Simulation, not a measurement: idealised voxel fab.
The following is a process module called voxel self aligned contacts.
The cross-section shown here is cut; it is 210 nm wide and divided into square cells measuring 5 nm on a side.
We lay out every cross-section as a grid of square cells and spell it out in bands from the top down, where one band means one or more rows of cells.
Quick guide to a band line: top height, bottom height (nm) up front; then every material left to right with its width in nm. Only one material and it's marked "full width"? Then it fills the band edge to edge. And "blank" just means empty space.
The level at which height equals 0 is the one under which the wafer, as it arrives, is entirely one material. No lower edge exists for the bottom band, which continues downward and is notated as in "top 0, no bottom".
When a width is written as two numbers, as in "30 to 40", the first number is the width in the top row of cells of the band and the second is the width in its bottom row, and the width changes by the same amount from each row to the next.
A step reported as "remains unaltered" is a step in which no cell of the cross-section changed.
Closed-off voids of 8+ cells (no open route to the top) go in "Catalogued sealed voids", written width x height at distance from the left edge, in nm.
Text after the settings on a step's line: the simulator's own remark on that step.
overlay nm, on a step with a mask: how far to the right of its planned place the mask lay; to the left if negative

The planned process steps are enumerated hereunder:
1: RECEIVE with material Si
2: OXIDIZE with depth nm 5
3: DIRECTIONAL_DEP with material polySi, thk nm 25
4: DIRECTIONAL_DEP with material SiN, thk nm 20
5: PATTERN with tone cover, mask id GATE, material resist, width nm 30, pitch nm 55, thk nm 15, overlay nm 0
6: DIRECTIONAL_ETCH with etch materials SiN, depth nm 20
7: DIRECTIONAL_ETCH with etch materials polySi, depth nm 25
8: STRIP with etch materials resist
9: CONFORMAL_DEP with material SiN, thk nm 5
10: DIRECTIONAL_ETCH with etch materials SiN, depth nm 5
11: FILL_DEP with material SiO2, thk nm 15
12: CMP with height nm 55
13: PATTERN with tone open, mask id CONTACT, material resist, width nm 35, pitch nm 55, thk nm 15, overlay nm 0
14: DIRECTIONAL_ETCH with etch materials SiO2, depth nm 60
15: STRIP with etch materials resist
16: CONFORMAL_DEP with material TiN, thk nm 5
17: FILL_DEP with material W, thk nm 10
18: CMP with height nm 55
19: CONFORMAL_DEP with material SiCN, thk nm 5

Step 1 complete: cross-section of the wafer as received:
> top 0, no bottom: Si full width
> Catalogued sealed voids: none

The first of the two wafers as seen in cross-section once the module was finished; processing followed the plan:
> top 60, bottom 55: SiCN full width
> top 55, bottom 45: SiO2 (60), TiN (5 to 15), W (25 to 5), TiN (5 to 15), SiO2 (20), TiN (5 to 15), W (25 to 5), TiN (5 to 15), SiO2 (60)
> top 45, bottom 25: SiO2 (30), SiN (40), TiN (5), W (5), TiN (5), SiN (40), TiN (5), W (5), TiN (5), SiN (40), SiO2 (30)
> top 25, bottom 0: SiO2 (30), SiN (5), polySi (30), SiN (5), TiN (5), W (5), TiN (5), SiN (5), polySi (30), SiN (5), TiN (5), W (5), TiN (5), SiN (5), polySi (30), SiN (5), SiO2 (30)
> top 0, bottom -5: SiO2 (70), TiN (15), SiO2 (40), TiN (15), SiO2 (70)
> top -5, no bottom: Si full width
> Catalogued sealed voids: none

So this is wafer number two of the two, cut at the end of the module - it started where the first did and had the same plan, we just got one thing wrong running it:
> top 60, bottom 55: SiCN full width
> top 55, bottom 45: SiO2 (60), TiN (5 to 15), W (25 to 5), TiN (5 to 15), SiO2 (20), TiN (5 to 15), W (25 to 5), TiN (5 to 15), SiO2 (60)
> top 45, bottom 25: SiO2 (30), SiN (40), TiN (5), W (5), TiN (5), SiN (40), TiN (5), W (5), TiN (5), SiN (40), SiO2 (30)
> top 25, bottom 10: SiO2 (30), SiN (5), polySi (30), SiN (5), TiN (5), W (5), TiN (5), SiN (5), polySi (30), SiN (5), TiN (5), W (5), TiN (5), SiN (5), polySi (30), SiN (5), SiO2 (30)
> top 10, bottom 5: SiO2 (30), SiN (5), polySi (30), SiN (5), TiN (15), SiN (5), polySi (30), SiN (5), TiN (15), SiN (5), polySi (30), SiN (5), SiO2 (30)
> top 5, bottom 0: SiN (35), polySi (30), SiN (25), polySi (30), SiN (25), polySi (30), SiN (35)
> top 0, bottom -5: SiO2 full width
> top -5, no bottom: Si full width
> Catalogued sealed voids: none
What broke from the plan during processing? a sequencing error occurred in which plan steps 9 and 10 were transposed
Wafer comparison, final, in cells, second relative to first, materials more or fewer: SiN: 18 more | SiO2: 6 fewer | TiN: 8 fewer | W: 4 fewer
